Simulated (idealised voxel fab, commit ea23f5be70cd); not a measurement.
Module name: voxel capacitor over wiring (process module)
190 nm wide, 5 nm square cells: that's cross-section cut.
Cross-section format: a grid of square cells, given as bands from top to bottom; each band is one or more rows of cells.
Look at the band entry: it leads with the top's height and the bottom's height in nm. Then it lists the materials left to right, with a width in nm for each. The word "everywhere" on a single material says that material fills the band edge to edge. The word "blank" is empty space.
Heights are measured from 0, the level below which the as-received wafer is all one material; the lowest band has no bottom and continues downward, written as in "0 down".
A width given as "30 to 40" starts at the first number in the band's top row and ends at the second number in its bottom row, shifting by an equal amount at every step from row to row.
Take "no alterations made" at face value: in the step it is given for, the cross-section changed in none of its cells.
Closed-off voids of 8+ cells (no open route to the top) go in "Unvented internal voids", written width x height at distance from the left edge, in nm.
The remark found on a step's line after its settings is issued by the simulator itself and pertains to that step.
The line of a step may include "overlay nm". On a step with a mask, this value is how far to the right of its planned place the mask lay. A negative value means the mask lay to the left.
## This section lists the process steps that were planned
1. RECEIVE with material Si
2. CONFORMAL_DEP with material SiO2, thk nm 15
3. DIRECTIONAL_DEP with material TiN, thk nm 5
4. DIRECTIONAL_DEP with material Ru, thk nm 20
5. PATTERN with tone cover, mask id METAL_1, material resist, width nm 25, pitch nm 95, thk nm 20, overlay nm 0
6. DIRECTIONAL_ETCH with etch materials Ru, depth nm 20
7. DIRECTIONAL_ETCH with etch materials TiN, depth nm 5
8. STRIP with etch materials resist
9. CONFORMAL_DEP with material SiN, thk nm 5
10. FILL_DEP with material SiO2, thk nm 5
11. CMP with height nm 40
12. CONFORMAL_DEP with material SiCN, thk nm 5
13. DIRECTIONAL_DEP with material SiO2, thk nm 15
14. DIRECTIONAL_DEP with material aC, thk nm 15
15. PATTERN with tone open, mask id PLUG_1, material resist, width nm 15, thk nm 30, overlay nm 0
16. DIRECTIONAL_ETCH with etch materials aC, depth nm 15
17. STRIP with etch materials resist
18. DIRECTIONAL_ETCH with etch materials SiO2, depth nm 15
19. DIRECTIONAL_ETCH with etch materials SiCN, depth nm 5
20. STRIP with etch materials aC
21. CONFORMAL_DEP with material TiN, thk nm 5
22. FILL_DEP with material W, thk nm 5
23. CMP with height nm 60
24. DIRECTIONAL_DEP with material TiN, thk nm 10
25. DIRECTIONAL_DEP with material HfO2, thk nm 5
26. DIRECTIONAL_DEP with material TiN, thk nm 10
27. PATTERN with tone cover, mask id UPPER_PLATE, material resist, width nm 75, thk nm 15, overlay nm 0
28. DIRECTIONAL_ETCH with etch materials TiN, depth nm 10
29. DIRECTIONAL_ETCH with etch materials HfO2, depth nm 5
30. STRIP with etch materials resist
31. PATTERN with tone cover, mask id LOWER_PLATE, material resist, width nm 85, thk nm 15, overlay nm 0
32. DIRECTIONAL_ETCH with etch materials TiN, depth nm 10
33. STRIP with etch materials resist
34. FILL_DEP with material SiO2, thk nm 20
35. CMP with height nm 100
36. DIRECTIONAL_DEP with material aC, thk nm 15
37. PATTERN with tone open, mask id PLUG_2, material resist, width nm 15, thk nm 30, overlay nm 0
38. DIRECTIONAL_ETCH with etch materials aC, depth nm 15
39. STRIP with etch materials resist
40. DIRECTIONAL_ETCH with etch materials SiO2, depth nm 15
41. STRIP with etch materials aC
42. CONFORMAL_DEP with material TiN, thk nm 5
43. FILL_DEP with material Cu, thk nm 10
44. CMP with height nm 100
45. CONFORMAL_DEP with material SiCN, thk nm 5
Wafer-to-wafer difference: thk nm, step 3. Common start. Plan = first wafer's value.
## Cross-section, first of several wafers, as delivered after step 1
* 0 down  Si everywhere
* Unvented internal voids: none
## What follows is a table in which each wafer occupies a row; for the wafer as it stands at the close of the module, the row states, material by material, how many cells have been gained (+) or lost (-) since receipt, and then gives its closed voids
thk nm 5, +2 Cu, +15 HfO2, +40 Ru, +73 SiCN, +44 SiN, +531 SiO2, +90 TiN, +3 W, Unvented internal voids: none
thk nm 10, +2 Cu, +15 HfO2, +30 Ru, +73 SiCN, +40 SiN, +507 SiO2, +128 TiN, +3 W, Unvented internal voids: none
thk nm 15, +2 Cu, +15 HfO2, +20 Ru, +73 SiCN, +36 SiN, +483 SiO2, +166 TiN, +3 W, Unvented internal voids: none
thk nm 20, +2 Cu, +15 HfO2, +10 Ru, +73 SiCN, +32 SiN, +459 SiO2, +204 TiN, +3 W, Unvented internal voids: none
